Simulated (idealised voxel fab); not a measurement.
The following process module bears the name voxel wiring stack.
Square cell edge 5 nm, section width 195 nm, ID cut.
Cross-section format: a grid of square cells, given as bands from top to bottom; each band is one or more rows of cells. Per band: top height and bottom height in nm, followed by the left-to-right materials and their widths in nm; "throughout" marks a single material spanning edge to edge, "empty" marks empty space. Note: height 0 marks the level under which the wafer is uniformly one material as received. Lowest band unbounded below, written "z 0 and below". Graded width ("30 to 40"): value in top row of band = first number; value in bottom row = second number; row-to-row change constant. "identical to before", as given for a step, is the statement that not any cell of the cross-section underwent a change during that step. So "Unvented internal voids" is basically the list of trapped voids: any empty space of 8 cells or more that can't reach the top through an opening. They're written width x height at distance, the distance being from the left edge, and it's all nm. That trailing text on a step's line, after the settings, is the simulator's own remark on the step. What "overlay nm" on a step's line means: if the step has a mask, that mask lay this far to the right of its planned place, or, when the value is negative, to the left.
Planned process steps
1: RECEIVE [material Si]
2: CONFORMAL_DEP [material SiO2] [thk nm 15]
3: CONFORMAL_DEP [material SiCN] [thk nm 5]
4: DIRECTIONAL_DEP [material lowk] [thk nm 20]
5: MASKED_ETCH [tone open] [mask id METAL_1] [width nm 25] [pitch nm 40] [etch materials lowk] [depth nm 20] [overlay nm 0]
6: MASKED_ETCH [tone open] [mask id METAL_1] [width nm 25] [pitch nm 40] [etch materials SiCN] [depth nm 5] [overlay nm 0]
7: CONFORMAL_DEP [material TiN] [thk nm 5]
8: FILL_DEP [material Cu] [thk nm 10]
9: CMP [height nm 40]
10: EPI [material Ru] [thk nm 5]
11: FILL_DEP [material SiCN] [thk nm 5]
12: DIRECTIONAL_DEP [material lowk] [thk nm 25]
13: DIRECTIONAL_DEP [material aC] [thk nm 15]
14: PATTERN [tone open] [mask id METAL_2] [material resist] [width nm 25] [pitch nm 40] [thk nm 35] [overlay nm 0]
15: DIRECTIONAL_ETCH [etch materials aC] [depth nm 15]
16: STRIP [etch materials resist]
17: DIRECTIONAL_ETCH [etch materials lowk] [depth nm 15]
18: STRIP [etch materials aC]
19: PATTERN [tone open] [mask id METAL_2_HOLES] [material resist] [width nm 15] [pitch nm 40] [thk nm 20] [overlay nm 0]
20: DIRECTIONAL_ETCH [etch materials lowk] [depth nm 10]
21: DIRECTIONAL_ETCH [etch materials SiCN] [depth nm 5]
22: STRIP [etch materials resist]
23: CONFORMAL_DEP [material TiN] [thk nm 5]
24: FILL_DEP [material Cu] [thk nm 10]
25: CMP [height nm 75]
26: CONFORMAL_DEP [material SiCN] [thk nm 5]
Wafer, first of two, run as planned
Cross-section, incoming material, after step 1
z 0 and below | Si throughout
Unvented internal voids: none
Wafer xsec, post step 2
z 15 to 0 | SiO2 throughout
Beneath the level 0, the cross-section is identical to its previous state.
Wafer xsec, post step 3
z 20 to 15 | SiCN throughout
Beneath the level 15, the cross-section is identical to its previous state.
Wafer xsec, post step 4
z 40 to 20 | lowk throughout
Beneath the level 20, the cross-section is identical to its previous state.
Wafer xsec, post step 5
z 40 to 20 | 65 nm lowk / 25 nm empty / 15 nm lowk / 25 nm empty / 65 nm lowk
Beneath the level 20, the cross-section is identical to its previous state.
Wafer xsec, post step 6
z 40 to 20 | 65 nm lowk / 25 nm empty / 15 nm lowk / 25 nm empty / 65 nm lowk
z 20 to 15 | 65 nm SiCN / 25 nm empty / 15 nm SiCN / 25 nm empty / 65 nm SiCN
Beneath the level 15, the cross-section is identical to its previous state.
Wafer xsec, post step 7
z 45 to 40 | 70 nm TiN / 15 nm empty / 25 nm TiN / 15 nm empty / 70 nm TiN
z 40 to 20 | 65 nm lowk / 5 nm TiN / 15 nm empty / 5 nm TiN / 15 nm lowk / 5 nm TiN / 15 nm empty / 5 nm TiN / 65 nm lowk
z 20 to 15 | 65 nm SiCN / 25 nm TiN / 15 nm SiCN / 25 nm TiN / 65 nm SiCN
Beneath the level 15, the cross-section is identical to its previous state.
Wafer xsec, post step 8
z 55 to 45 | Cu throughout
z 45 to 40 | 70 nm TiN / 15 nm Cu / 25 nm TiN / 15 nm Cu / 70 nm TiN
z 40 to 20 | 65 nm lowk / 5 nm TiN / 15 nm Cu / 5 nm TiN / 15 nm lowk / 5 nm TiN / 15 nm Cu / 5 nm TiN / 65 nm lowk
Beneath the level 20, the cross-section is identical to its previous state.
Wafer xsec, post step 9
z 40 to 20 | 65 nm lowk / 5 nm TiN / 15 nm Cu / 5 nm TiN / 15 nm lowk / 5 nm TiN / 15 nm Cu / 5 nm TiN / 65 nm lowk
Beneath the level 20, the cross-section is identical to its previous state.
Wafer xsec, post step 10
z 45 to 40 | 60 nm empty / 35 nm Ru / 5 nm empty / 35 nm Ru / 60 nm empty
Beneath the level 40, the cross-section is identical to its previous state.
Wafer xsec, post step 11
z 50 to 45 | SiCN throughout
z 45 to 40 | 60 nm SiCN / 35 nm Ru / 5 nm SiCN / 35 nm Ru / 60 nm SiCN
Beneath the level 40, the cross-section is identical to its previous state.
Wafer xsec, post step 12
z 75 to 50 | lowk throughout
Beneath the level 50, the cross-section is identical to its previous state.
Wafer xsec, post step 13
z 90 to 75 | aC throughout
Beneath the level 75, the cross-section is identical to its previous state.
Wafer xsec, post step 14
z 125 to 90 | 65 nm resist / 25 nm empty / 15 nm resist / 25 nm empty / 65 nm resist
Beneath the level 90, the cross-section is identical to its previous state.
Wafer xsec, post step 15
z 110 to 90 | 65 nm resist / 25 nm empty / 15 nm resist / 25 nm empty / 65 nm resist
z 90 to 75 | 65 nm aC / 25 nm empty / 15 nm aC / 25 nm empty / 65 nm aC
Beneath the level 75, the cross-section is identical to its previous state.
Wafer xsec, post step 16
z 90 to 75 | 65 nm aC / 25 nm empty / 15 nm aC / 25 nm empty / 65 nm aC
Beneath the level 75, the cross-section is identical to its previous state.
Wafer xsec, post step 17
z 90 to 75 | 65 nm aC / 25 nm empty / 15 nm aC / 25 nm empty / 65 nm aC
z 75 to 60 | 65 nm lowk / 25 nm empty / 15 nm lowk / 25 nm empty / 65 nm lowk
Beneath the level 60, the cross-section is identical to its previous state.
Wafer xsec, post step 18
z 75 to 60 | 65 nm lowk / 25 nm empty / 15 nm lowk / 25 nm empty / 65 nm lowk
Beneath the level 60, the cross-section is identical to its previous state.
Wafer xsec, post step 19
z 95 to 75 | 65 nm resist / 15 nm empty / 25 nm resist / 15 nm empty / 75 nm resist
z 75 to 60 | 65 nm lowk / 15 nm empty / 10 nm resist / 15 nm lowk / 15 nm empty / 10 nm resist / 65 nm lowk
Beneath the level 60, the cross-section is identical to its previous state.
Wafer xsec, post step 20
z 95 to 75 | 65 nm resist / 15 nm empty / 25 nm resist / 15 nm empty / 75 nm resist
z 75 to 60 | 65 nm lowk / 15 nm empty / 10 nm resist / 15 nm lowk / 15 nm empty / 10 nm resist / 65 nm lowk
z 60 to 50 | 65 nm lowk / 15 nm empty / 25 nm lowk / 15 nm empty / 75 nm lowk
Beneath the level 50, the cross-section is identical to its previous state.
Wafer xsec, post step 21
z 95 to 75 | 65 nm resist / 15 nm empty / 25 nm resist / 15 nm empty / 75 nm resist
z 75 to 60 | 65 nm lowk / 15 nm empty / 10 nm resist / 15 nm lowk / 15 nm empty / 10 nm resist / 65 nm lowk
z 60 to 50 | 65 nm lowk / 15 nm empty / 25 nm lowk / 15 nm empty / 75 nm lowk
z 50 to 45 | 65 nm SiCN / 15 nm empty / 25 nm SiCN / 15 nm empty / 75 nm SiCN
Beneath the level 45, the cross-section is identical to its previous state.
Wafer xsec, post step 22
z 75 to 60 | 65 nm lowk / 25 nm empty / 15 nm lowk / 25 nm empty / 65 nm lowk
Beneath the level 60, the cross-section is identical to its previous state.
Wafer xsec, post step 23
z 80 to 75 | 70 nm TiN / 15 nm empty / 25 nm TiN / 15 nm empty / 70 nm TiN
z 75 to 65 | 65 nm lowk / 5 nm TiN / 15 nm empty / 5 nm TiN / 15 nm lowk / 5 nm TiN / 15 nm empty / 5 nm TiN / 65 nm lowk
z 65 to 60 | 65 nm lowk / 5 nm TiN / 5 nm empty / 15 nm TiN / 15 nm lowk / 5 nm TiN / 5 nm empty / 15 nm TiN / 65 nm lowk
z 60 to 50 | 65 nm lowk / 5 nm TiN / 5 nm empty / 5 nm TiN / 25 nm lowk / 5 nm TiN / 5 nm empty / 5 nm TiN / 75 nm lowk
z 50 to 45 | 65 nm SiCN / 15 nm TiN / 25 nm SiCN / 15 nm TiN / 75 nm SiCN
Beneath the level 45, the cross-section is identical to its previous state.
Wafer xsec, post step 24
z 90 to 80 | Cu throughout
z 80 to 75 | 70 nm TiN / 15 nm Cu / 25 nm TiN / 15 nm Cu / 70 nm TiN
z 75 to 65 | 65 nm lowk / 5 nm TiN / 15 nm Cu / 5 nm TiN / 15 nm lowk / 5 nm TiN / 15 nm Cu / 5 nm TiN / 65 nm lowk
z 65 to 60 | 65 nm lowk / 5 nm TiN / 5 nm Cu / 15 nm TiN / 15 nm lowk / 5 nm TiN / 5 nm Cu / 15 nm TiN / 65 nm lowk
z 60 to 50 | 65 nm lowk / 5 nm TiN / 5 nm Cu / 5 nm TiN / 25 nm lowk / 5 nm TiN / 5 nm Cu / 5 nm TiN / 75 nm lowk
Beneath the level 50, the cross-section is identical to its previous state.
Wafer xsec, post step 25
z 75 to 65 | 65 nm lowk / 5 nm TiN / 15 nm Cu / 5 nm TiN / 15 nm lowk / 5 nm TiN / 15 nm Cu / 5 nm TiN / 65 nm lowk
Beneath the level 65, the cross-section is identical to its previous state.
Wafer xsec, post step 26
z 80 to 75 | SiCN throughout
Beneath the level 75, the cross-section is identical to its previous state.
Wafer two of the pair: same origin, same plan, one error during the run; identical to wafer one up to and including step 2
What the second wafer looks like in cross-section when step 3 should have wrapped up: identical to before
What the second wafer looks like in cross-section when step 4 should have wrapped up
z 35 to 15 | lowk throughout
Beneath the level 15, the cross-section is identical to its previous state.
What the second wafer looks like in cross-section when step 5 should have wrapped up
z 35 to 15 | 65 nm lowk / 25 nm empty / 15 nm lowk / 25 nm empty / 65 nm lowk
Beneath the level 15, the cross-section is identical to its previous state.
What the second wafer looks like in cross-section when step 6 should have wrapped up: identical to before
What the second wafer looks like in cross-section when step 7 should have wrapped up
z 40 to 35 | 70 nm TiN / 15 nm empty / 25 nm TiN / 15 nm empty / 70 nm TiN
z 35 to 20 | 65 nm lowk / 5 nm TiN / 15 nm empty / 5 nm TiN / 15 nm lowk / 5 nm TiN / 15 nm empty / 5 nm TiN / 65 nm lowk
z 20 to 15 | 65 nm lowk / 25 nm TiN / 15 nm lowk / 25 nm TiN / 65 nm lowk
Beneath the level 15, the cross-section is identical to its previous state.
What the second wafer looks like in cross-section when step 8 should have wrapped up
z 50 to 40 | Cu throughout
z 40 to 35 | 70 nm TiN / 15 nm Cu / 25 nm TiN / 15 nm Cu / 70 nm TiN
z 35 to 20 | 65 nm lowk / 5 nm TiN / 15 nm Cu / 5 nm TiN / 15 nm lowk / 5 nm TiN / 15 nm Cu / 5 nm TiN / 65 nm lowk
Beneath the level 20, the cross-section is identical to its previous state.
What the second wafer looks like in cross-section when step 9 should have wrapped up
z 40 to 35 | 70 nm TiN / 15 nm Cu / 25 nm TiN / 15 nm Cu / 70 nm TiN
Beneath the level 35, the cross-section is identical to its previous state.
What the second wafer looks like in cross-section when step 10 should have wrapped up
z 45 to 40 | Ru throughout
Beneath the level 40, the cross-section is identical to its previous state.
What the second wafer looks like in cross-section when step 11 should have wrapped up
z 50 to 45 | SiCN throughout
Beneath the level 45, the cross-section is identical to its previous state.
What the second wafer looks like in cross-section when step 12 should have wrapped up
z 75 to 50 | lowk throughout
Beneath the level 50, the cross-section is identical to its previous state.
What the second wafer looks like in cross-section when step 13 should have wrapped up
z 90 to 75 | aC throughout
Beneath the level 75, the cross-section is identical to its previous state.
What the second wafer looks like in cross-section when step 14 should have wrapped up
z 125 to 90 | 65 nm resist / 25 nm empty / 15 nm resist / 25 nm empty / 65 nm resist
Beneath the level 90, the cross-section is identical to its previous state.
What the second wafer looks like in cross-section when step 15 should have wrapped up
z 110 to 90 | 65 nm resist / 25 nm empty / 15 nm resist / 25 nm empty / 65 nm resist
z 90 to 75 | 65 nm aC / 25 nm empty / 15 nm aC / 25 nm empty / 65 nm aC
Beneath the level 75, the cross-section is identical to its previous state.
What the second wafer looks like in cross-section when step 16 should have wrapped up
z 90 to 75 | 65 nm aC / 25 nm empty / 15 nm aC / 25 nm empty / 65 nm aC
Beneath the level 75, the cross-section is identical to its previous state.
What the second wafer looks like in cross-section when step 17 should have wrapped up
z 90 to 75 | 65 nm aC / 25 nm empty / 15 nm aC / 25 nm empty / 65 nm aC
z 75 to 60 | 65 nm lowk / 25 nm empty / 15 nm lowk / 25 nm empty / 65 nm lowk
Beneath the level 60, the cross-section is identical to its previous state.
What the second wafer looks like in cross-section when step 18 should have wrapped up
z 75 to 60 | 65 nm lowk / 25 nm empty / 15 nm lowk / 25 nm empty / 65 nm lowk
Beneath the level 60, the cross-section is identical to its previous state.
What the second wafer looks like in cross-section when step 19 should have wrapped up
z 95 to 75 | 65 nm resist / 15 nm empty / 25 nm resist / 15 nm empty / 75 nm resist
z 75 to 60 | 65 nm lowk / 15 nm empty / 10 nm resist / 15 nm lowk / 15 nm empty / 10 nm resist / 65 nm lowk
Beneath the level 60, the cross-section is identical to its previous state.
What the second wafer looks like in cross-section when step 20 should have wrapped up
z 95 to 75 | 65 nm resist / 15 nm empty / 25 nm resist / 15 nm empty / 75 nm resist
z 75 to 60 | 65 nm lowk / 15 nm empty / 10 nm resist / 15 nm lowk / 15 nm empty / 10 nm resist / 65 nm lowk
z 60 to 50 | 65 nm lowk / 15 nm empty / 25 nm lowk / 15 nm empty / 75 nm lowk
Beneath the level 50, the cross-section is identical to its previous state.
What the second wafer looks like in cross-section when step 21 should have wrapped up
z 95 to 75 | 65 nm resist / 15 nm empty / 25 nm resist / 15 nm empty / 75 nm resist
z 75 to 60 | 65 nm lowk / 15 nm empty / 10 nm resist / 15 nm lowk / 15 nm empty / 10 nm resist / 65 nm lowk
z 60 to 50 | 65 nm lowk / 15 nm empty / 25 nm lowk / 15 nm empty / 75 nm lowk
z 50 to 45 | 65 nm SiCN / 15 nm empty / 25 nm SiCN / 15 nm empty / 75 nm SiCN
Beneath the level 45, the cross-section is identical to its previous state.
What the second wafer looks like in cross-section when step 22 should have wrapped up
z 75 to 60 | 65 nm lowk / 25 nm empty / 15 nm lowk / 25 nm empty / 65 nm lowk
Beneath the level 60, the cross-section is identical to its previous state.
What the second wafer looks like in cross-section when step 23 should have wrapped up
z 80 to 75 | 70 nm TiN / 15 nm empty / 25 nm TiN / 15 nm empty / 70 nm TiN
z 75 to 65 | 65 nm lowk / 5 nm TiN / 15 nm empty / 5 nm TiN / 15 nm lowk / 5 nm TiN / 15 nm empty / 5 nm TiN / 65 nm lowk
z 65 to 60 | 65 nm lowk / 5 nm TiN / 5 nm empty / 15 nm TiN / 15 nm lowk / 5 nm TiN / 5 nm empty / 15 nm TiN / 65 nm lowk
z 60 to 50 | 65 nm lowk / 5 nm TiN / 5 nm empty / 5 nm TiN / 25 nm lowk / 5 nm TiN / 5 nm empty / 5 nm TiN / 75 nm lowk
z 50 to 45 | 65 nm SiCN / 15 nm TiN / 25 nm SiCN / 15 nm TiN / 75 nm SiCN
Beneath the level 45, the cross-section is identical to its previous state.
What the second wafer looks like in cross-section when step 24 should have wrapped up
z 90 to 80 | Cu throughout
z 80 to 75 | 70 nm TiN / 15 nm Cu / 25 nm TiN / 15 nm Cu / 70 nm TiN
z 75 to 65 | 65 nm lowk / 5 nm TiN / 15 nm Cu / 5 nm TiN / 15 nm lowk / 5 nm TiN / 15 nm Cu / 5 nm TiN / 65 nm lowk
z 65 to 60 | 65 nm lowk / 5 nm TiN / 5 nm Cu / 15 nm TiN / 15 nm lowk / 5 nm TiN / 5 nm Cu / 15 nm TiN / 65 nm lowk
z 60 to 50 | 65 nm lowk / 5 nm TiN / 5 nm Cu / 5 nm TiN / 25 nm lowk / 5 nm TiN / 5 nm Cu / 5 nm TiN / 75 nm lowk
Beneath the level 50, the cross-section is identical to its previous state.
What the second wafer looks like in cross-section when step 25 should have wrapped up
z 75 to 65 | 65 nm lowk / 5 nm TiN / 15 nm Cu / 5 nm TiN / 15 nm lowk / 5 nm TiN / 15 nm Cu / 5 nm TiN / 65 nm lowk
Beneath the level 65, the cross-section is identical to its previous state.
What the second wafer looks like in cross-section when step 26 should have wrapped up
z 80 to 75 | SiCN throughout
Beneath the level 75, the cross-section is identical to its previous state.
Against the plan, the run slipped here: execution of step 3 of the plan did not take place, the step having been omitted
Final difference in cells, second wafer against first, listed per material as more or fewer: Ru +25, SiCN -54, TiN +29
